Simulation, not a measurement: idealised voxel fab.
process module | voxel transistor to metal
cross-section cut | 185 nm wide | cells 5 nm
A cross-section is a grid of square cells, given in bands from the top down. A band is one or more rows of cells.
Each band's line starts with the height of the band's top and of its bottom, in nm. Then come its materials from left to right, each with its width in nm. One material with "throughout" fills the band from edge to edge. "air" is empty space.
Height 0 is the level under which the wafer as received is all one material. The lowest band goes on downwards, as in "0 down".
A width such as "30 to 40" changes by the same amount from each row of cells to the next, from the band's top row to its bottom row.
"no change" after a step means that no cell of the cross-section changed.
closed voids: empty space of 8 cells or more with no open way to the top, each as width x height at its distance from the left edge, in nm
after a step's settings: what the simulator itself notes on the step
overlay nm, on a step with a mask: how far to the right of its planned place the mask lay; to the left if negative
plan
1 op RECEIVE | material Si
2 op CONFORMAL_DEP | material SiO2 | thk nm 5
3 op CONFORMAL_DEP | material SiN | thk nm 15
4 op PATTERN | tone cover | mask id ACTIVE | material resist | width nm 105 | thk nm 20 | overlay nm 0
5 op DIRECTIONAL_ETCH | etch materials SiN | depth nm 15
6 op DIRECTIONAL_ETCH | etch materials SiO2 | depth nm 5
7 op DIRECTIONAL_ETCH | etch materials Si | depth nm 30
8 op STRIP | etch materials resist
9 op FILL_DEP | material SiO2 | thk nm 5
10 op CMP | height nm 20
11 op SELECTIVE_ETCH | etch materials SiO2 | depth nm 5
12 op STRIP | etch materials SiN
13 op SELECTIVE_ETCH | etch materials SiO2 | depth nm 5
14 op OXIDIZE | depth nm 5
15 op DIRECTIONAL_DEP | material polySi | thk nm 30
16 op DIRECTIONAL_DEP | material SiCN | thk nm 10
17 op PATTERN | tone cover | mask id GATE | material resist | width nm 25 | thk nm 20 | overlay nm 0
18 op DIRECTIONAL_ETCH | etch materials SiCN | depth nm 20
19 op DIRECTIONAL_ETCH | etch materials polySi | depth nm 40
20 op STRIP | etch materials resist
21 op CONFORMAL_DEP | material SiN | thk nm 10
22 op DIRECTIONAL_ETCH | etch materials SiN | depth nm 10
23 op DIRECTIONAL_ETCH | etch materials SiO2 | depth nm 5
24 op DIRECTIONAL_ETCH | etch materials Si | depth nm 10
25 op EPI | material nSi | thk nm 10
26 op FILL_DEP | material SiO2 | thk nm 10
27 op CMP | height nm 40
28 op DIRECTIONAL_DEP | material SiO2 | thk nm 15
29 op PATTERN | tone open | mask id CONTACT | material resist | width nm 20 | pitch nm 75 | thk nm 15 | overlay nm 0
30 op DIRECTIONAL_ETCH | etch materials SiO2 | depth nm 60
31 op STRIP | etch materials resist
32 op CONFORMAL_DEP | material TiN | thk nm 5
33 op FILL_DEP | material Ru | thk nm 5
34 op CMP | height nm 55
35 op DIRECTIONAL_DEP | material TiN | thk nm 5
36 op DIRECTIONAL_DEP | material W | thk nm 20
37 op MASKED_ETCH | tone cover | mask id METAL_1 | width nm 20 | pitch nm 75 | etch materials W | depth nm 20 | overlay nm 0
38 op MASKED_ETCH | tone cover | mask id METAL_1 | width nm 20 | pitch nm 75 | etch materials TiN | depth nm 5 | overlay nm 0
39 op CONFORMAL_DEP | material SiCN | thk nm 5
40 op FILL_DEP | material SiO2 | thk nm 5
41 op CMP | height nm 80
42 op CONFORMAL_DEP | material SiCN | thk nm 5
as received, after step 1
  0 down: Si throughout
  closed voids: none
first wafer at the end, as planned
  85 to 80: SiCN throughout
  80 to 60: SiO2 40 | SiCN 5 | W 20 | SiCN 5 | SiO2 45 | SiCN 5 | W 20 | SiCN 5 | SiO2 40
  60 to 55: SiCN 45 | TiN 20 | SiCN 55 | TiN 20 | SiCN 45
  55 to 40: SiO2 45 | TiN 5 | Ru 10 | TiN 5 | SiO2 55 | TiN 5 | Ru 10 | TiN 5 | SiO2 45
  40 to 30: SiO2 45 | TiN 5 | Ru 10 | TiN 5 | SiO2 5 | SiN 10 | SiCN 25 | SiN 10 | SiO2 5 | TiN 5 | Ru 10 | TiN 5 | SiO2 45
  30 to 10: SiO2 45 | TiN 5 | Ru 10 | TiN 5 | SiO2 5 | SiN 10 | polySi 25 | SiN 10 | SiO2 5 | TiN 5 | Ru 10 | TiN 5 | SiO2 45
  10 to 5: SiO2 35 | SiN 10 | TiN 20 | SiO2 5 | SiN 10 | polySi 25 | SiN 10 | SiO2 5 | TiN 20 | SiN 10 | SiO2 35
  5 to 0: SiO2 35 | SiN 10 | nSi 10 | TiN 5 | nSi 10 | SiN 10 | polySi 25 | SiN 10 | nSi 10 | TiN 5 | nSi 10 | SiN 10 | SiO2 35
  0 to -5: SiO2 45 | nSi 10 | TiN 5 | nSi 10 | SiO2 45 | nSi 10 | TiN 5 | nSi 10 | SiO2 45
  -5 to -15: SiO2 40 | Si 5 | nSi 25 | Si 45 | nSi 25 | Si 5 | SiO2 40
  -15 to -30: SiO2 40 | Si 105 | SiO2 40
  -30 down: Si throughout
  closed voids: none
second wafer at the end: like start, like plan, one mistake
  85 to 80: SiCN throughout
  80 to 65: SiO2 35 | SiCN 5 | W 20 | SiCN 5 | SiO2 45 | SiCN 5 | W 20 | SiCN 5 | SiO2 45
  65 to 60: SiO2 35 | SiCN 5 | W 20 | SiCN 10 | SiO2 40 | SiCN 5 | W 20 | SiCN 10 | SiO2 40
  60 to 55: SiCN 40 | TiN 25 | SiCN 50 | TiN 25 | SiCN 45
  55 to 40: SiO2 45 | TiN 5 | Ru 10 | TiN 5 | SiO2 55 | TiN 5 | Ru 10 | TiN 5 | SiO2 45
  40 to 30: SiO2 45 | TiN 5 | Ru 10 | TiN 5 | SiO2 5 | SiN 10 | SiCN 25 | SiN 10 | SiO2 5 | TiN 5 | Ru 10 | TiN 5 | SiO2 45
  30 to 10: SiO2 45 | TiN 5 | Ru 10 | TiN 5 | SiO2 5 | SiN 10 | polySi 25 | SiN 10 | SiO2 5 | TiN 5 | Ru 10 | TiN 5 | SiO2 45
  10 to 5: SiO2 35 | SiN 10 | TiN 20 | SiO2 5 | SiN 10 | polySi 25 | SiN 10 | SiO2 5 | TiN 20 | SiN 10 | SiO2 35
  5 to 0: SiO2 35 | SiN 10 | nSi 10 | TiN 5 | nSi 10 | SiN 10 | polySi 25 | SiN 10 | nSi 10 | TiN 5 | nSi 10 | SiN 10 | SiO2 35
  0 to -5: SiO2 45 | nSi 10 | TiN 5 | nSi 10 | SiO2 45 | nSi 10 | TiN 5 | nSi 10 | SiO2 45
  -5 to -15: SiO2 40 | Si 5 | nSi 25 | Si 45 | nSi 25 | Si 5 | SiO2 40
  -15 to -30: SiO2 40 | Si 105 | SiO2 40
  -30 down: Si throughout
  closed voids: none
what went wrong: step 37 ran as: op MASKED_ETCH | tone cover | mask id METAL_1 | width nm 20 | pitch nm 75 | etch materials W | depth nm 20 | overlay nm -5
at the end the second wafer has, in cells: 2 fewer of SiO2 | 2 more of TiN
